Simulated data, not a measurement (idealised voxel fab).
The following process module bears the name voxel capacitor over wiring.
Cross-section cut spans 230 nm and uses square cells 5 nm in size.
Reading order for cross-sections: top band down to bottom band. Underlying form: a grid of square cells. Band size: one or more rows of cells. The entry gives the band's vertical extent as a top height and a bottom height in nm, then its horizontal make-up as materials from left to right, each with a width in nm. "empty" stands for empty space; a single material marked "edge to edge" fills the band edge to edge. Beneath 0, the wafer as received is one material, and that level is where height counting begins. The lowest band goes on downward without a bottom; it is written like "0 nm and below". It should be noted that a width expressed as "30 to 40" varies in equal increments from row to row of cells within the band, taking the value of the first number at the top row and that of the second number at the bottom row. Step note "stayed the same" = no cross-section cell changed. Entry "Closed voids list". Content: empty spaces with no open connection to the top, size 8 cells or greater. Each: width x height at distance. Distance: from left edge. Unit: nm. Note: text after step settings on the step line = simulator remark on that step. If you see "overlay nm" on a step's line and that step has a mask, it's telling you how far right of where it was planned the mask ended up; a negative number means it went left instead.

These are the steps we planned for the process:
| 1 | RECEIVE, material Si |
| 2 | CONFORMAL_DEP, material SiO2, thk nm 15 |
| 3 | CONFORMAL_DEP, material SiCN, thk nm 5 |
| 4 | DIRECTIONAL_DEP, material lowk, thk nm 25 |
| 5 | DIRECTIONAL_DEP, material aC, thk nm 15 |
| 6 | PATTERN, tone open, mask id METAL_1, material resist, width nm 25, pitch nm 95, thk nm 35, overlay nm 0 |
| 7 | DIRECTIONAL_ETCH, etch materials aC, depth nm 15 |
| 8 | STRIP, etch materials resist |
| 9 | DIRECTIONAL_ETCH, etch materials lowk, depth nm 25 |
| 10 | DIRECTIONAL_ETCH, etch materials SiCN, depth nm 5 |
| 11 | STRIP, etch materials aC |
| 12 | CONFORMAL_DEP, material TiN, thk nm 5 |
| 13 | FILL_DEP, material Ru, thk nm 5 |
| 14 | CMP, height nm 45 |
| 15 | CONFORMAL_DEP, material SiCN, thk nm 5 |
| 16 | DIRECTIONAL_DEP, material lowk, thk nm 15 |
| 17 | DIRECTIONAL_DEP, material aC, thk nm 15 |
| 18 | PATTERN, tone open, mask id PLUG_1, material resist, width nm 15, thk nm 30, overlay nm 0 |
| 19 | DIRECTIONAL_ETCH, etch materials aC, depth nm 15 |
| 20 | STRIP, etch materials resist |
| 21 | DIRECTIONAL_ETCH, etch materials lowk, depth nm 15 |
| 22 | DIRECTIONAL_ETCH, etch materials SiCN, depth nm 5 |
| 23 | STRIP, etch materials aC |
| 24 | CONFORMAL_DEP, material TiN, thk nm 5 |
| 25 | FILL_DEP, material W, thk nm 5 |
| 26 | CMP, height nm 65 |
| 27 | DIRECTIONAL_DEP, material TiN, thk nm 5 |
| 28 | DIRECTIONAL_DEP, material Al2O3, thk nm 5 |
| 29 | DIRECTIONAL_DEP, material TiN, thk nm 5 |
| 30 | DIRECTIONAL_DEP, material aC, thk nm 10 |
| 31 | PATTERN, tone cover, mask id UPPER_PLATE, material resist, width nm 75, thk nm 30, overlay nm 0 |
| 32 | DIRECTIONAL_ETCH, etch materials aC, depth nm 10 |
| 33 | STRIP, etch materials resist |
| 34 | DIRECTIONAL_ETCH, etch materials TiN, depth nm 5 |
| 35 | DIRECTIONAL_ETCH, etch materials Al2O3, depth nm 5 |
| 36 | STRIP, etch materials aC |
| 37 | MASKED_ETCH, tone cover, mask id LOWER_PLATE, width nm 85, etch materials TiN, depth nm 5, overlay nm 0 |
| 38 | FILL_DEP, material SiO2, thk nm 20 |
| 39 | CMP, height nm 95 |
| 40 | PATTERN, tone open, mask id PLUG_2, material resist, width nm 15, thk nm 15, overlay nm 0 |
| 41 | DIRECTIONAL_ETCH, etch materials SiO2, depth nm 15 |
| 42 | STRIP, etch materials resist |
| 43 | CONFORMAL_DEP, material TiN, thk nm 5 |
| 44 | FILL_DEP, material Cu, thk nm 5 |
| 45 | CMP, height nm 95 |
| 46 | CONFORMAL_DEP, material SiCN, thk nm 5 |

As-received wafer cross-section (after step 1):
  0 nm and below: Si edge to edge
  Closed voids list: none

First of two wafers at the end of the module, shown in cross-section; run carried out as planned:
  100 nm to 95 nm: SiCN edge to edge
  95 nm to 85 nm: SiO2: 75 | TiN: 5 | Cu: 5 | TiN: 5 | SiO2: 140
  85 nm to 75 nm: SiO2: 75 to 65 | TiN: 15 to 75 | SiO2: 140 to 90
  75 nm to 70 nm: SiO2: 65 | Al2O3: 75 | SiO2: 90
  70 nm to 65 nm: SiO2: 60 | TiN: 85 | SiO2: 85
  65 nm to 50 nm: lowk: 65 | TiN: 5 | W: 5 | TiN: 5 | lowk: 150
  50 nm to 45 nm: SiCN: 65 | TiN: 15 | SiCN: 150
  45 nm to 20 nm: lowk: 55 | TiN: 5 | Ru: 15 | TiN: 5 | lowk: 70 | TiN: 5 | Ru: 15 | TiN: 5 | lowk: 55
  20 nm to 15 nm: SiCN: 55 | TiN: 25 | SiCN: 70 | TiN: 25 | SiCN: 55
  15 nm to 0 nm: SiO2 edge to edge
  0 nm and below: Si edge to edge
  Closed voids list: none

Cross-section, wafer two of two, end of module: same start and plan as wafer one, one error in execution:
  100 nm to 95 nm: SiCN edge to edge
  95 nm to 85 nm: SiO2: 75 | TiN: 5 | Cu: 5 | TiN: 5 | SiO2: 140
  85 nm to 75 nm: SiO2: 75 to 65 | TiN: 15 to 75 | SiO2: 140 to 90
  75 nm to 70 nm: SiO2: 65 | Al2O3: 75 | SiO2: 90
  70 nm to 65 nm: SiO2: 60 | TiN: 85 | SiO2: 85
  65 nm to 50 nm: lowk: 65 | TiN: 5 | W: 10 | TiN: 5 | lowk: 145
  50 nm to 45 nm: SiCN: 65 | TiN: 20 | SiCN: 145
  45 nm to 20 nm: lowk: 55 | TiN: 5 | Ru: 15 | TiN: 5 | lowk: 70 | TiN: 5 | Ru: 15 | TiN: 5 | lowk: 55
  20 nm to 15 nm: SiCN: 55 | TiN: 25 | SiCN: 70 | TiN: 25 | SiCN: 55
  15 nm to 0 nm: SiO2 edge to edge
  0 nm and below: Si edge to edge
  Closed voids list: none
What was done differently from what was planned? rather than as planned, step 18 actually ran as PATTERN, tone open, mask id PLUG_1, material resist, width nm 20, thk nm 30, overlay nm 0
Wrapping up, a cell-based count of both wafers puts the second over or under the first for these materials: 1 fewer of SiCN | 1 more of TiN | 3 more of W | 3 fewer of lowk
